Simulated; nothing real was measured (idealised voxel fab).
The process module presented herein is designated voxel wiring stack.
cross-section cut | 260 nm wide | cells 5 nm
In what follows, cross-sections appear as grids of square cells, described through bands that run from the top down, where every band is one or more rows of cells. It is stipulated that each band's entry specify, in nanometres, the height of the top of the band and then that of its bottom, followed by the materials of the band in left-to-right sequence, each together with its width in nanometres. A single material marked by the word "full width" is understood to fill the band from edge to edge; the word "empty" is understood to denote empty space. Ref level 0: as-received wafer is one material below here. Bottom band extends down with no lower bound ("0 nm and below"). Width spec "30->40" -> top row of cells at first value, bottom row at second value, equal per-row change in between. The designation "nothing got changed", where it is given for a processing step, indicates that no cell of the cross-section was altered in the course of that step. The entry titled "Enclosed void inventory" provides the empty spaces that have no open way to the top, restricted to those of 8 cells or more. Each is presented as width x height at distance, the distance being measured from the left edge, with all three in nm. Post-settings text on a step line: simulator's own remark regarding the step. overlay nm: on a step with a mask, how far right of its planned place the mask lay; negative means left.

Steps in the process plan
1,RECEIVE: material Si
2,CONFORMAL_DEP: material SiO2, thk nm 15
3,CONFORMAL_DEP: material SiCN, thk nm 5
4,DIRECTIONAL_DEP: material lowk, thk nm 15
5,DIRECTIONAL_DEP: material aC, thk nm 10
6,PATTERN: tone open, mask id METAL_1, material resist, width nm 20, pitch nm 40, thk nm 25, overlay nm 0
7,DIRECTIONAL_ETCH: etch materials aC, depth nm 10
8,STRIP: etch materials resist
9,DIRECTIONAL_ETCH: etch materials lowk, depth nm 15
10,DIRECTIONAL_ETCH: etch materials SiCN, depth nm 5
11,STRIP: etch materials aC
12,CONFORMAL_DEP: material TiN, thk nm 5
13,FILL_DEP: material Cu, thk nm 5
14,CMP: height nm 35
15,EPI: material Ru, thk nm 5
16,FILL_DEP: material SiCN, thk nm 5
17,DIRECTIONAL_DEP: material SiO2, thk nm 15
18,DIRECTIONAL_DEP: material aC, thk nm 15
19,PATTERN: tone open, mask id PLUG_1, material resist, width nm 15, pitch nm 40, thk nm 30, overlay nm 0
20,DIRECTIONAL_ETCH: etch materials aC, depth nm 15
21,STRIP: etch materials resist
22,DIRECTIONAL_ETCH: etch materials SiO2, depth nm 15
23,DIRECTIONAL_ETCH: etch materials SiCN, depth nm 5
24,STRIP: etch materials aC
25,EPI: material Ru, thk nm 10
26,EPI: material Ru, thk nm 10
27,CONFORMAL_DEP: material SiCN, thk nm 5
28,DIRECTIONAL_DEP: material lowk, thk nm 20
29,PATTERN: tone open, mask id METAL_2, material resist, width nm 20, pitch nm 40, thk nm 15, overlay nm 0
30,DIRECTIONAL_ETCH: etch materials lowk, depth nm 20
31,DIRECTIONAL_ETCH: etch materials SiCN, depth nm 5
32,STRIP: etch materials resist
33,CONFORMAL_DEP: material TiN, thk nm 5
34,FILL_DEP: material W, thk nm 5
35,CMP: height nm 85
36,CONFORMAL_DEP: material SiCN, thk nm 5
37,DIRECTIONAL_DEP: material lowk, thk nm 30
38,MASKED_ETCH: tone open, mask id METAL_3, width nm 20, pitch nm 40, etch materials lowk, depth nm 15, overlay nm 0
39,MASKED_ETCH: tone open, mask id METAL_3_HOLES, width nm 15, pitch nm 40, etch materials lowk, depth nm 15, overlay nm 0
40,MASKED_ETCH: tone open, mask id METAL_3_HOLES, width nm 15, pitch nm 40, etch materials SiCN, depth nm 5, overlay nm 0
41,CONFORMAL_DEP: material TiN, thk nm 5
42,FILL_DEP: material Cu, thk nm 5
43,CMP: height nm 120
44,CONFORMAL_DEP: material SiCN, thk nm 5
45,DIRECTIONAL_DEP: material SiO2, thk nm 20
46,MASKED_ETCH: tone open, mask id PLUG_3, width nm 15, pitch nm 40, etch materials SiO2, depth nm 20, overlay nm 0
47,MASKED_ETCH: tone open, mask id PLUG_3, width nm 15, pitch nm 40, etch materials SiCN, depth nm 5, overlay nm 0
48,EPI: material Ru, thk nm 10
49,EPI: material Ru, thk nm 10
50,EPI: material Ru, thk nm 5
51,DIRECTIONAL_DEP: material TiN, thk nm 5
52,DIRECTIONAL_DEP: material W, thk nm 25
53,MASKED_ETCH: tone cover, mask id METAL_4, width nm 20, pitch nm 40, etch materials W, depth nm 25, overlay nm 0
54,MASKED_ETCH: tone cover, mask id METAL_4, width nm 20, pitch nm 40, etch materials TiN, depth nm 5, overlay nm 0
55,CONFORMAL_DEP: material SiCN, thk nm 5
56,FILL_DEP: material SiO2, thk nm 5
57,CMP: height nm 175
58,CONFORMAL_DEP: material SiCN, thk nm 5

Wafer at receipt (post step 1), cross-section
0 nm and below | Si full width
Enclosed void inventory: none

End-of-module cross-section of the first of two wafers, processed as planned
180 nm to 175 nm | SiCN full width
175 nm to 150 nm | SiO2=75, SiCN=5, W=20, SiCN=5, SiO2=10, SiCN=5, W=20, SiCN=5, SiO2=10, SiCN=5, W=20, SiCN=5, SiO2=75
150 nm to 145 nm | SiCN=80, TiN=20, SiCN=20, TiN=20, SiCN=20, TiN=20, SiCN=80
145 nm to 125 nm | SiO2=80, Ru=15, SiO2=25, Ru=15, SiO2=25, Ru=15, SiO2=85
125 nm to 120 nm | SiCN=80, Ru=15, SiCN=25, Ru=15, SiCN=25, Ru=15, SiCN=85
120 nm to 110 nm | lowk=80, TiN=5, Cu=10, TiN=5, lowk=20, TiN=5, Cu=10, TiN=5, lowk=20, TiN=5, Cu=10, TiN=5, lowk=80
110 nm to 105 nm | lowk=80, TiN=5, Cu=5, TiN=10, lowk=20, TiN=5, Cu=5, TiN=10, lowk=20, TiN=5, Cu=5, TiN=10, lowk=80
105 nm to 90 nm | lowk=80, TiN=5, Cu=5, TiN=5, lowk=25, TiN=5, Cu=5, TiN=5, lowk=25, TiN=5, Cu=5, TiN=5, lowk=85
90 nm to 85 nm | SiCN=80, TiN=15, SiCN=25, TiN=15, SiCN=25, TiN=15, SiCN=85
85 nm to 65 nm | lowk=80, TiN=5, W=10, TiN=5, lowk=20, TiN=5, W=10, TiN=5, lowk=20, TiN=5, W=10, TiN=5, lowk=80
65 nm to 60 nm | SiCN=80, TiN=20, SiCN=20, TiN=20, SiCN=20, TiN=20, SiCN=80
60 nm to 45 nm | SiO2=80, Ru=15, SiO2=25, Ru=15, SiO2=25, Ru=15, SiO2=85
45 nm to 35 nm | SiCN=80->75, Ru=15->30, SiCN=25->10, Ru=15->30, SiCN=25->10, Ru=15->30, SiCN=85->75
35 nm to 20 nm | lowk=80, TiN=5, Cu=10, TiN=5, lowk=20, TiN=5, Cu=10, TiN=5, lowk=20, TiN=5, Cu=10, TiN=5, lowk=80
20 nm to 15 nm | SiCN=80, TiN=20, SiCN=20, TiN=20, SiCN=20, TiN=20, SiCN=80
15 nm to 0 nm | SiO2 full width
0 nm and below | Si full width
Enclosed void inventory: none

Second of two wafers, module complete, sectioned: it shares the first wafer's start and plan but was run with one mistake
180 nm to 175 nm | SiCN full width
175 nm to 155 nm | W=80, SiCN=5, SiO2=10, SiCN=5, W=20, SiCN=5, SiO2=10, SiCN=5, W=20, SiCN=5, SiO2=10, SiCN=5, W=80
155 nm to 150 nm | W=80, SiCN=20, W=20, SiCN=20, W=20, SiCN=20, W=80
150 nm to 145 nm | TiN full width
145 nm to 125 nm | SiO2=80, Ru=15, SiO2=25, Ru=15, SiO2=25, Ru=15, SiO2=85
125 nm to 120 nm | SiCN=80, Ru=15, SiCN=25, Ru=15, SiCN=25, Ru=15, SiCN=85
120 nm to 110 nm | lowk=80, TiN=5, Cu=10, TiN=5, lowk=20, TiN=5, Cu=10, TiN=5, lowk=20, TiN=5, Cu=10, TiN=5, lowk=80
110 nm to 105 nm | lowk=80, TiN=5, Cu=5, TiN=10, lowk=20, TiN=5, Cu=5, TiN=10, lowk=20, TiN=5, Cu=5, TiN=10, lowk=80
105 nm to 90 nm | lowk=80, TiN=5, Cu=5, TiN=5, lowk=25, TiN=5, Cu=5, TiN=5, lowk=25, TiN=5, Cu=5, TiN=5, lowk=85
90 nm to 85 nm | SiCN=80, TiN=15, SiCN=25, TiN=15, SiCN=25, TiN=15, SiCN=85
85 nm to 65 nm | lowk=80, TiN=5, W=10, TiN=5, lowk=20, TiN=5, W=10, TiN=5, lowk=20, TiN=5, W=10, TiN=5, lowk=80
65 nm to 60 nm | SiCN=80, TiN=20, SiCN=20, TiN=20, SiCN=20, TiN=20, SiCN=80
60 nm to 45 nm | SiO2=80, Ru=15, SiO2=25, Ru=15, SiO2=25, Ru=15, SiO2=85
45 nm to 35 nm | SiCN=80->75, Ru=15->30, SiCN=25->10, Ru=15->30, SiCN=25->10, Ru=15->30, SiCN=85->75
35 nm to 20 nm | lowk=80, TiN=5, Cu=10, TiN=5, lowk=20, TiN=5, Cu=10, TiN=5, lowk=20, TiN=5, Cu=10, TiN=5, lowk=80
20 nm to 15 nm | SiCN=80, TiN=20, SiCN=20, TiN=20, SiCN=20, TiN=20, SiCN=80
15 nm to 0 nm | SiO2 full width
0 nm and below | Si full width
Enclosed void inventory: none
Short version of what went wrong: step 53 ran as: MASKED_ETCH: tone open, mask id METAL_4, width nm 20, pitch nm 40, etch materials W, depth nm 25, overlay nm 0
Final wafer comparison in cells, second versus first, more or fewer per material: SiCN -34; SiO2 -146; TiN +40; W +140
